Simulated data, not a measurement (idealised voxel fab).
voxel self aligned vias: a process module
Each square cell in cross-section cut measures 5 nm, and the section as a whole is 180 nm wide.
A cross-section is a grid of square cells, given in bands from the top down. A band is one or more rows of cells. Within each band entry, the heights of the top and of the bottom of the band appear first, in that order and in nm; the materials of the band then follow from left to right, each with its corresponding width in nm. The designation "all across" on a single material indicates that it fills the band from edge to edge; the designation "empty" indicates empty space. Height 0 is the level under which the wafer as received is all one material. The lowest band goes on downwards, as in "from 0 down". Width: "30..40" (first number = top row, second number = bottom row, same change from row to row of cells). Basically "everything unchanged" means that step didn't change any cell in the cross-section. The list in "Sealed internal cavities" covers empty spaces of 8 cells or more that cannot reach the top through any open way, and it gives each as width x height at distance; the distance is from the left edge, and width, height and distance are in nm. Note: text after step settings on the step line = simulator remark on that step. The line of a step may include "overlay nm". On a step with a mask, this value is how far to the right of its planned place the mask lay. A negative value means the mask lay to the left.
Steps planned for the process
step 1: RECEIVE [material Si]
step 2: CONFORMAL_DEP [material SiO2] [thk nm 10]
step 3: CONFORMAL_DEP [material SiCN] [thk nm 5]
step 4: DIRECTIONAL_DEP [material SiO2] [thk nm 25]
step 5: PATTERN [tone open] [mask id LINES] [material resist] [width nm 30] [pitch nm 55] [thk nm 20] [overlay nm 0]
step 6: DIRECTIONAL_ETCH [etch materials SiO2] [depth nm 25]
step 7: STRIP [etch materials resist]
step 8: CONFORMAL_DEP [material TiN] [thk nm 5]
step 9: FILL_DEP [material W] [thk nm 10]
step 10: CMP [height nm 40]
step 11: SELECTIVE_ETCH [etch materials W Ru TiN] [depth nm 10]
step 12: FILL_DEP [material SiN] [thk nm 5]
step 13: CMP [height nm 40]
step 14: DIRECTIONAL_DEP [material SiO2] [thk nm 20]
step 15: PATTERN [tone open] [mask id VIAS] [material resist] [width nm 30] [pitch nm 55] [thk nm 20] [overlay nm 0]
step 16: DIRECTIONAL_ETCH [etch materials SiO2] [depth nm 20]
step 17: DIRECTIONAL_ETCH [etch materials SiN] [depth nm 10]
step 18: STRIP [etch materials resist]
step 19: CONFORMAL_DEP [material TiN] [thk nm 5]
step 20: FILL_DEP [material Cu] [thk nm 5]
step 21: CMP [height nm 60]
step 22: CONFORMAL_DEP [material SiN] [thk nm 5]
For this document, wafers share an identical start and vary in the step 15 width nm; the plan quotes the first wafer's value.
Cross-sectional view of the first of several wafers in the as-received condition, corresponding to the state following step 1
> from 0 down: Si all across
> Sealed internal cavities: none
Note: the following table is arranged by wafer, a row apiece. Each row reports the end-of-module state: per material, cells gained (+) or cells lost (-) compared with the wafer as received; closed voids follow
width nm 30 | +40 Cu | +36 SiCN | +36 SiN | +288 SiO2 | +52 TiN | +16 W | Sealed internal cavities: none
width nm 35 | +46 Cu | +36 SiCN | +36 SiN | +280 SiO2 | +54 TiN | +16 W | Sealed internal cavities: none
width nm 40 | +52 Cu | +36 SiCN | +36 SiN | +272 SiO2 | +56 TiN | +16 W | Sealed internal cavities: none
